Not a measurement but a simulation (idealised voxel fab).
process module | voxel tone inversion
cross-section cut | 195 nm wide | cells 5 nm
A cross-section is a grid of square cells, given in bands from the top down. A band is one or more rows of cells.
Each band's line starts with the height of the band's top and of its bottom, in nm. Then come its materials from left to right, each with its width in nm. One material with "throughout" fills the band from edge to edge. "air" is empty space.
Height 0 is the level under which the wafer as received is all one material. The lowest band goes on downwards, as in "0 down".
A width such as "30 to 40" changes by the same amount from each row of cells to the next, from the band's top row to its bottom row.
"no change" after a step means that no cell of the cross-section changed.
closed voids: empty space of 8 cells or more with no open way to the top, each as width x height at its distance from the left edge, in nm
after a step's settings: what the simulator itself notes on the step
overlay nm, on a step with a mask: how far to the right of its planned place the mask lay; to the left if negative
plan
1 op RECEIVE | material Si
2 op CONFORMAL_DEP | material SiCN | thk nm 10
3 op DIRECTIONAL_DEP | material polySi | thk nm 15
4 op PATTERN | tone cover | mask id POSTS | material resist | width nm 20 | pitch nm 35 | thk nm 25 | overlay nm 0
5 op DIRECTIONAL_ETCH | etch materials polySi | depth nm 15
6 op STRIP | etch materials resist
7 op FILL_DEP | material SiO2 | thk nm 5
8 op CMP | height nm 25
9 op STRIP | etch materials polySi
10 op CONFORMAL_DEP | material TiN | thk nm 5
11 op FILL_DEP | material Cu | thk nm 5
12 op CMP | height nm 25
13 op CONFORMAL_DEP | material SiCN | thk nm 5
as received, after step 1
  0 down: Si throughout
  closed voids: none
a wafer at the end: this start, this plan, one mistake
  30 to 15: SiCN throughout
  15 to 0: polySi throughout
  0 down: Si throughout
  closed voids: none
what went wrong: steps 2 and 3 were swapped
